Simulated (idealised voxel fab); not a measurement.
Process module under the name voxel double patterning
The figure presents cross-section cut, which has a width of 175 nm and is divided into square cells with an edge length of 5 nm.
Reading order for cross-sections: top band down to bottom band. Underlying form: a grid of square cells. Band size: one or more rows of cells.
Within each band entry, the heights of the top and of the bottom of the band appear first, in that order and in nm; the materials of the band then follow from left to right, each with its corresponding width in nm. The designation "edge to edge" on a single material indicates that it fills the band from edge to edge; the designation "air" indicates empty space.
Counting heights begins at 0, where everything beneath is, in the wafer as received, one material. The lowest band has no bottom; it goes on downwards, as "top 0, no bottom" shows.
Quick explanation for "30->40": the width changes in equal steps down the rows of cells, from the first number in the band's top row to the second number in its bottom row.
Take "everything unchanged" at face value: in the step it is given for, the cross-section changed in none of its cells.
The label "Closed voids list" introduces a list of the empty spaces, 8 cells or larger, that have no open way up to the top; each entry in it reads width x height at distance, where the distance is taken from the left edge and all three are stated in nm.
Where a step's line continues beyond its settings, the continuation is a remark by the simulator itself on that step.
On any step carrying a mask, the "overlay nm" setting, if present on the step's line, tells how far right of its planned place the mask lay; negative values point to the left.
# The steps planned for the process are as follows
1) RECEIVE,material Si
2) CONFORMAL_DEP,material SiN,thk nm 10
3) DIRECTIONAL_DEP,material SiO2,thk nm 15
4) DIRECTIONAL_DEP,material SiCN,thk nm 10
5) DIRECTIONAL_DEP,material aC,thk nm 10
6) PATTERN,tone open,mask id FIRST,material resist,width nm 15,pitch nm 50,thk nm 30,overlay nm 0
7) DIRECTIONAL_ETCH,etch materials aC,depth nm 10
8) STRIP,etch materials resist
9) DIRECTIONAL_ETCH,etch materials SiCN,depth nm 10
10) STRIP,etch materials aC
11) MASKED_ETCH,tone open,mask id SECOND,width nm 15,pitch nm 50,etch materials SiCN,depth nm 10,overlay nm 0
12) DIRECTIONAL_ETCH,etch materials SiO2,depth nm 15
13) STRIP,etch materials SiCN
Split variable: width nm, step 6. Plan value = first wafer. Wafers start alike.
# The first of several wafers in cross-section, exactly as it reached us after step 1
* top 0, no bottom | Si edge to edge
* Closed voids list: none
# Note: the following table is arranged by wafer, a row apiece. Each row reports the end-of-module state: per material, cells gained (+) or cells lost (-) compared with the wafer as received; closed voids follow
width nm 15, +70 SiN, +60 SiO2, Closed voids list: none
width nm 20, +70 SiN, +51 SiO2, Closed voids list: none
width nm 25, +70 SiN, +42 SiO2, Closed voids list: none
width nm 30, +70 SiN, +33 SiO2, Closed voids list: none
